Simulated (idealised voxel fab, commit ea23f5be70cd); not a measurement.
process module | voxel capacitor over wiring
cross-section cut | 240 nm wide | cells 5 nm
A cross-section is a grid of square cells, given in bands from the top down. A band is one or more rows of cells.
Each band's line starts with the height of the band's top and of its bottom, in nm. Then come its materials from left to right, each with its width in nm. One material with "throughout" fills the band from edge to edge. "air" is empty space.
Height 0 is the level under which the wafer as received is all one material. The lowest band goes on downwards, as in "0 down".
A width such as "30 to 40" changes by the same amount from each row of cells to the next, from the band's top row to its bottom row.
"no change" after a step means that no cell of the cross-section changed.
closed voids: empty space of 8 cells or more with no open way to the top, each as width x height at its distance from the left edge, in nm
after a step's settings: what the simulator itself notes on the step
overlay nm, on a step with a mask: how far to the right of its planned place the mask lay; to the left if negative
plan
1 op RECEIVE | material Si
2 op CONFORMAL_DEP | material SiO2 | thk nm 10
3 op DIRECTIONAL_DEP | material TiN | thk nm 5
4 op DIRECTIONAL_DEP | material Ru | thk nm 15
5 op DIRECTIONAL_DEP | material aC | thk nm 15
6 op PATTERN | tone cover | mask id METAL_1 | material resist | width nm 30 | pitch nm 85 | thk nm 35 | overlay nm 0
7 op DIRECTIONAL_ETCH | etch materials aC | depth nm 15
8 op STRIP | etch materials resist
9 op DIRECTIONAL_ETCH | etch materials Ru | depth nm 15
10 op DIRECTIONAL_ETCH | etch materials TiN | depth nm 5
11 op STRIP | etch materials aC
12 op CONFORMAL_DEP | material SiCN | thk nm 5
13 op FILL_DEP | material lowk | thk nm 5
14 op CMP | height nm 30
15 op CONFORMAL_DEP | material SiCN | thk nm 5
16 op DIRECTIONAL_DEP | material SiO2 | thk nm 20
17 op MASKED_ETCH | tone open | mask id PLUG_1 | width nm 15 | etch materials SiO2 | depth nm 20 | overlay nm 0
18 op MASKED_ETCH | tone open | mask id PLUG_1 | width nm 15 | etch materials SiCN | depth nm 5 | overlay nm 0
19 op EPI | material Ru | thk nm 10
20 op EPI | material Ru | thk nm 10
21 op EPI | material Ru | thk nm 5
22 op DIRECTIONAL_DEP | material TiN | thk nm 10
23 op DIRECTIONAL_DEP | material Al2O3 | thk nm 5
24 op DIRECTIONAL_DEP | material TiN | thk nm 10
25 op DIRECTIONAL_DEP | material aC | thk nm 15
26 op PATTERN | tone cover | mask id UPPER_PLATE | material resist | width nm 60 | thk nm 30 | overlay nm 0
27 op DIRECTIONAL_ETCH | etch materials aC | depth nm 15
28 op STRIP | etch materials resist
29 op DIRECTIONAL_ETCH | etch materials TiN | depth nm 10
30 op DIRECTIONAL_ETCH | etch materials Al2O3 | depth nm 5
31 op STRIP | etch materials aC
32 op PATTERN | tone cover | mask id LOWER_PLATE | material resist | width nm 70 | thk nm 15 | overlay nm 0
33 op DIRECTIONAL_ETCH | etch materials TiN | depth nm 10
34 op STRIP | etch materials resist
35 op FILL_DEP | material SiO2 | thk nm 15
36 op CMP | height nm 90
37 op PATTERN | tone open | mask id PLUG_2 | material resist | width nm 15 | thk nm 20 | overlay nm 0
38 op DIRECTIONAL_ETCH | etch materials SiO2 | depth nm 10
39 op STRIP | etch materials resist
40 op CONFORMAL_DEP | material TiN | thk nm 5
41 op FILL_DEP | material W | thk nm 10
42 op CMP | height nm 90
43 op CONFORMAL_DEP | material SiN | thk nm 5
first wafer, as planned
as received, after step 1
  0 down: Si throughout
  closed voids: none
after step 2
  10 to 0: SiO2 throughout
  below 0: unchanged
after step 3
  15 to 10: TiN throughout
  below 10: unchanged
after step 4
  30 to 15: Ru throughout
  below 15: unchanged
after step 5
  45 to 30: aC throughout
  below 30: unchanged
after step 6
  80 to 45: air 60 | resist 30 | air 55 | resist 30 | air 65
  below 45: unchanged
after step 7
  65 to 45: air 60 | resist 30 | air 55 | resist 30 | air 65
  45 to 30: air 60 | aC 30 | air 55 | aC 30 | air 65
  below 30: unchanged
after step 8
  45 to 30: air 60 | aC 30 | air 55 | aC 30 | air 65
  below 30: unchanged
after step 9
  45 to 30: air 60 | aC 30 | air 55 | aC 30 | air 65
  30 to 15: air 60 | Ru 30 | air 55 | Ru 30 | air 65
  below 15: unchanged
after step 10
  45 to 30: air 60 | aC 30 | air 55 | aC 30 | air 65
  30 to 15: air 60 | Ru 30 | air 55 | Ru 30 | air 65
  15 to 10: air 60 | TiN 30 | air 55 | TiN 30 | air 65
  below 10: unchanged
after step 11
  30 to 15: air 60 | Ru 30 | air 55 | Ru 30 | air 65
  below 15: unchanged
after step 12
  35 to 30: air 55 | SiCN 40 | air 45 | SiCN 40 | air 60
  30 to 15: air 55 | SiCN 5 | Ru 30 | SiCN 5 | air 45 | SiCN 5 | Ru 30 | SiCN 5 | air 60
  15 to 10: SiCN 60 | TiN 30 | SiCN 55 | TiN 30 | SiCN 65
  below 10: unchanged
after step 13
  40 to 35: lowk throughout
  35 to 30: lowk 55 | SiCN 40 | lowk 45 | SiCN 40 | lowk 60
  30 to 15: lowk 55 | SiCN 5 | Ru 30 | SiCN 5 | lowk 45 | SiCN 5 | Ru 30 | SiCN 5 | lowk 60
  below 15: unchanged
after step 14
  30 to 15: lowk 55 | SiCN 5 | Ru 30 | SiCN 5 | lowk 45 | SiCN 5 | Ru 30 | SiCN 5 | lowk 60
  below 15: unchanged
after step 15
  35 to 30: SiCN throughout
  below 30: unchanged
after step 16
  55 to 35: SiO2 throughout
  below 35: unchanged
after step 17
  55 to 35: SiO2 75 | air 15 | SiO2 150
  below 35: unchanged
after step 18
  55 to 35: SiO2 75 | air 15 | SiO2 150
  35 to 30: SiCN 75 | air 15 | SiCN 150
  below 30: unchanged
after step 19
  55 to 40: SiO2 75 | air 15 | SiO2 150
  40 to 35: SiO2 75 | Ru 15 | SiO2 150
  35 to 30: SiCN 75 | Ru 15 | SiCN 150
  below 30: unchanged
after step 20
  55 to 50: SiO2 75 | air 15 | SiO2 150
  50 to 35: SiO2 75 | Ru 15 | SiO2 150
  below 35: unchanged
after step 21
  55 to 35: SiO2 75 | Ru 15 | SiO2 150
  below 35: unchanged
after step 22
  65 to 55: TiN throughout
  below 55: unchanged
after step 23
  70 to 65: Al2O3 throughout
  below 65: unchanged
after step 24
  80 to 70: TiN throughout
  below 70: unchanged
after step 25
  95 to 80: aC throughout
  below 80: unchanged
after step 26
  125 to 95: air 75 | resist 60 | air 105
  below 95: unchanged
after step 27
  110 to 95: air 75 | resist 60 | air 105
  95 to 80: air 75 | aC 60 | air 105
  below 80: unchanged
after step 28
  95 to 80: air 75 | aC 60 | air 105
  below 80: unchanged
after step 29
  95 to 80: air 75 | aC 60 | air 105
  80 to 70: air 75 | TiN 60 | air 105
  below 70: unchanged
after step 30
  95 to 80: air 75 | aC 60 | air 105
  80 to 70: air 75 | TiN 60 | air 105
  70 to 65: air 75 | Al2O3 60 | air 105
  below 65: unchanged
after step 31
  80 to 70: air 75 | TiN 60 | air 105
  below 70: unchanged
after step 32
  95 to 80: air 70 | resist 70 | air 100
  80 to 70: air 70 | resist 5 | TiN 60 | resist 5 | air 100
  70 to 65: air 70 | resist 5 | Al2O3 60 | resist 5 | air 100
  below 65: unchanged
after step 33
  95 to 80: air 70 | resist 70 | air 100
  80 to 70: air 70 | resist 5 | TiN 60 | resist 5 | air 100
  70 to 65: air 70 | resist 5 | Al2O3 60 | resist 5 | air 100
  65 to 55: air 70 | TiN 70 | air 100
  below 55: unchanged
after step 34
  80 to 70: air 75 | TiN 60 | air 105
  70 to 65: air 75 | Al2O3 60 | air 105
  below 65: unchanged
after step 35
  95 to 80: SiO2 throughout
  80 to 70: SiO2 75 | TiN 60 | SiO2 105
  70 to 65: SiO2 75 | Al2O3 60 | SiO2 105
  65 to 55: SiO2 70 | TiN 70 | SiO2 100
  below 55: unchanged
after step 36
  90 to 80: SiO2 throughout
  below 80: unchanged
after step 37
  110 to 90: resist 85 | air 15 | resist 140
  below 90: unchanged
after step 38
  110 to 90: resist 85 | air 15 | resist 140
  90 to 80: SiO2 85 | air 15 | SiO2 140
  below 80: unchanged
after step 39
  90 to 80: SiO2 85 | air 15 | SiO2 140
  below 80: unchanged
after step 40
  95 to 90: TiN 90 | air 5 | TiN 145
  90 to 85: SiO2 85 | TiN 5 | air 5 | TiN 5 | SiO2 140
  85 to 80: SiO2 85 | TiN 15 | SiO2 140
  below 80: unchanged
after step 41
  105 to 95: W throughout
  95 to 90: TiN 90 | W 5 | TiN 145
  90 to 85: SiO2 85 | TiN 5 | W 5 | TiN 5 | SiO2 140
  below 85: unchanged
after step 42
  90 to 85: SiO2 85 | TiN 5 | W 5 | TiN 5 | SiO2 140
  below 85: unchanged
after step 43
  95 to 90: SiN throughout
  below 90: unchanged
second wafer: like start, like plan, one mistake. Through step 25 it matches the first wafer
when step 26 should have ended
  125 to 95: air 70 | resist 60 | air 110
  below 95: unchanged
when step 27 should have ended
  110 to 95: air 70 | resist 60 | air 110
  95 to 80: air 70 | aC 60 | air 110
  below 80: unchanged
when step 28 should have ended
  95 to 80: air 70 | aC 60 | air 110
  below 80: unchanged
when step 29 should have ended
  95 to 80: air 70 | aC 60 | air 110
  80 to 70: air 70 | TiN 60 | air 110
  below 70: unchanged
when step 30 should have ended
  95 to 80: air 70 | aC 60 | air 110
  80 to 70: air 70 | TiN 60 | air 110
  70 to 65: air 70 | Al2O3 60 | air 110
  below 65: unchanged
when step 31 should have ended
  80 to 70: air 70 | TiN 60 | air 110
  below 70: unchanged
when step 32 should have ended
  95 to 80: air 70 | resist 70 | air 100
  80 to 70: air 70 | TiN 60 | resist 10 | air 100
  70 to 65: air 70 | Al2O3 60 | resist 10 | air 100
  below 65: unchanged
when step 33 should have ended
  95 to 80: air 70 | resist 70 | air 100
  80 to 70: air 70 | TiN 60 | resist 10 | air 100
  70 to 65: air 70 | Al2O3 60 | resist 10 | air 100
  65 to 55: air 70 | TiN 70 | air 100
  below 55: unchanged
when step 34 should have ended
  80 to 70: air 70 | TiN 60 | air 110
  70 to 65: air 70 | Al2O3 60 | air 110
  below 65: unchanged
when step 35 should have ended
  95 to 80: SiO2 throughout
  80 to 70: SiO2 70 | TiN 60 | SiO2 110
  70 to 65: SiO2 70 | Al2O3 60 | SiO2 110
  65 to 55: SiO2 70 | TiN 70 | SiO2 100
  below 55: unchanged
when step 36 should have ended
  90 to 80: SiO2 throughout
  below 80: unchanged
when step 37 should have ended
  110 to 90: resist 85 | air 15 | resist 140
  below 90: unchanged
when step 38 should have ended
  110 to 90: resist 85 | air 15 | resist 140
  90 to 80: SiO2 85 | air 15 | SiO2 140
  below 80: unchanged
when step 39 should have ended
  90 to 80: SiO2 85 | air 15 | SiO2 140
  below 80: unchanged
when step 40 should have ended
  95 to 90: TiN 90 | air 5 | TiN 145
  90 to 85: SiO2 85 | TiN 5 | air 5 | TiN 5 | SiO2 140
  85 to 80: SiO2 85 | TiN 15 | SiO2 140
  below 80: unchanged
when step 41 should have ended
  105 to 95: W throughout
  95 to 90: TiN 90 | W 5 | TiN 145
  90 to 85: SiO2 85 | TiN 5 | W 5 | TiN 5 | SiO2 140
  below 85: unchanged
when step 42 should have ended
  90 to 85: SiO2 85 | TiN 5 | W 5 | TiN 5 | SiO2 140
  below 85: unchanged
when step 43 should have ended
  95 to 90: SiN throughout
  below 90: unchanged
what went wrong: step 26 ran as: op PATTERN | tone cover | mask id UPPER_PLATE | material resist | width nm 60 | thk nm 30 | overlay nm -5
at the end the second wafer has, in cells: as many of each material as the first, in other places
